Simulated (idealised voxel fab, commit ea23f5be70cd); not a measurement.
Process module, titled voxel ribs on slabs
cross-section cut | 240 nm wide | cells 5 nm
Cross-section format: a grid of square cells, given as bands from top to bottom; each band is one or more rows of cells.
In this notation a band is specified by the heights of its top and bottom, in that order and in nm, after which its materials appear from left to right, each paired with its width in nm. The word "edge to edge" attached to a single material means that material fills the band from edge to edge; the word "empty" stands for empty space.
It should be noted that heights are counted from 0, beneath which the wafer as supplied is of one material throughout, and that the lowest band possesses no lower boundary but continues downward, as written in "top 0, no bottom".
It should be noted that a width expressed as "30 to 40" varies in equal increments from row to row of cells within the band, taking the value of the first number at the top row and that of the second number at the bottom row.
A step reported as "nothing was modified" is a step in which no cell of the cross-section changed.
Look at "Closed void register" for the closed voids: empty spaces with no open path to the top, sized 8 cells or up. Each is width x height at distance, distance from the left edge, all nm.
after a step's settings: what the simulator itself notes on the step
What "overlay nm" on a step's line means: if the step has a mask, that mask lay this far to the right of its planned place, or, when the value is negative, to the left.

These are the steps we planned for the process
step 1: RECEIVE with material Si
step 2: DIRECTIONAL_DEP with material SiO2, thk nm 30
step 3: DIRECTIONAL_DEP with material SiN, thk nm 20
step 4: PATTERN with tone cover, mask id RIB, material resist, width nm 20, thk nm 15, overlay nm 0
step 5: DIRECTIONAL_ETCH with etch materials SiN, depth nm 10
step 6: STRIP with etch materials resist
step 7: PATTERN with tone cover, mask id SLAB, material resist, width nm 70, thk nm 15, overlay nm 0
step 8: DIRECTIONAL_ETCH with etch materials SiN, depth nm 10
step 9: STRIP with etch materials resist
step 10: FILL_DEP with material SiO2, thk nm 30
step 11: CMP with height nm 70
step 12: DIRECTIONAL_DEP with material W, thk nm 10
step 13: MASKED_ETCH with tone cover, mask id HEATER, width nm 30, etch materials W, depth nm 10, overlay nm 0
step 14: CONFORMAL_DEP with material SiO2, thk nm 10

The following pertains to the first of two wafers, which was processed as planned

Wafer as received: cross-section following step 1
- top 0, no bottom | Si edge to edge
- Closed void register: none

Once step 2 is through, the wafer looks like this in cross-section
- top 30, bottom 0 | SiO2 edge to edge
- Note: structure below 0 unchanged.

Once step 3 is through, the wafer looks like this in cross-section
- top 50, bottom 30 | SiN edge to edge
- Note: structure below 30 unchanged.

Once step 4 is through, the wafer looks like this in cross-section
- top 65, bottom 50 | 110 of empty  20 of resist  110 of empty
- Note: structure below 50 unchanged.

Once step 5 is through, the wafer looks like this in cross-section
- top 65, bottom 50 | 110 of empty  20 of resist  110 of empty
- top 50, bottom 40 | 110 of empty  20 of SiN  110 of empty
- Note: structure below 40 unchanged.

Once step 6 is through, the wafer looks like this in cross-section
- top 50, bottom 40 | 110 of empty  20 of SiN  110 of empty
- Note: structure below 40 unchanged.

Once step 7 is through, the wafer looks like this in cross-section
- top 65, bottom 50 | 85 of empty  70 of resist  85 of empty
- top 50, bottom 40 | 85 of empty  25 of resist  20 of SiN  25 of resist  85 of empty
- Note: structure below 40 unchanged.

Once step 8 is through, the wafer looks like this in cross-section
- top 65, bottom 50 | 85 of empty  70 of resist  85 of empty
- top 50, bottom 40 | 85 of empty  25 of resist  20 of SiN  25 of resist  85 of empty
- top 40, bottom 30 | 85 of empty  70 of SiN  85 of empty
- Note: structure below 30 unchanged.

Once step 9 is through, the wafer looks like this in cross-section
- top 50, bottom 40 | 110 of empty  20 of SiN  110 of empty
- Note: structure below 40 unchanged.

Once step 10 is through, the wafer looks like this in cross-section
- top 80, bottom 50 | SiO2 edge to edge
- top 50, bottom 40 | 110 of SiO2  20 of SiN  110 of SiO2
- top 40, bottom 30 | 85 of SiO2  70 of SiN  85 of SiO2
- Note: structure below 30 unchanged.

Once step 11 is through, the wafer looks like this in cross-section
- top 70, bottom 50 | SiO2 edge to edge
- Note: structure below 50 unchanged.

Once step 12 is through, the wafer looks like this in cross-section
- top 80, bottom 70 | W edge to edge
- Note: structure below 70 unchanged.

Once step 13 is through, the wafer looks like this in cross-section
- top 80, bottom 70 | 105 of empty  30 of W  105 of empty
- Note: structure below 70 unchanged.

Once step 14 is through, the wafer looks like this in cross-section
- top 90, bottom 80 | 95 of empty  50 of SiO2  95 of empty
- top 80, bottom 70 | 105 of SiO2  30 of W  105 of SiO2
- Note: structure below 70 unchanged.

The second wafer was prepared from the same starting point and under the same plan as the first; its processing contained one mistake, and it remains indistinguishable from the first wafer up to and including step 9

Cross-section of the second wafer corresponding to the planned conclusion of step 10
- top 80, bottom 50 | W edge to edge
- top 50, bottom 40 | 110 of W  20 of SiN  110 of W
- top 40, bottom 30 | 85 of W  70 of SiN  85 of W
- Note: structure below 30 unchanged.

Cross-section of the second wafer corresponding to the planned conclusion of step 11
- top 70, bottom 50 | W edge to edge
- Note: structure below 50 unchanged.

Cross-section of the second wafer corresponding to the planned conclusion of step 12
- top 80, bottom 50 | W edge to edge
- Note: structure below 50 unchanged.

Cross-section of the second wafer corresponding to the planned conclusion of step 13
- top 80, bottom 70 | 105 of empty  30 of W  105 of empty
- Note: structure below 70 unchanged.

Cross-section of the second wafer corresponding to the planned conclusion of step 14
- top 90, bottom 80 | 95 of empty  50 of SiO2  95 of empty
- top 80, bottom 70 | 105 of SiO2  30 of W  105 of SiO2
- Note: structure below 70 unchanged.
Heads up, the wafer didn't run the way we planned it: step 10, actual vs plan mismatch, actual run FILL_DEP with material W, thk nm 30
It is noted that, at the conclusion of processing, the second wafer exhibits a higher or lower cell count for certain materials relative to the first: -348 SiO2, +348 W
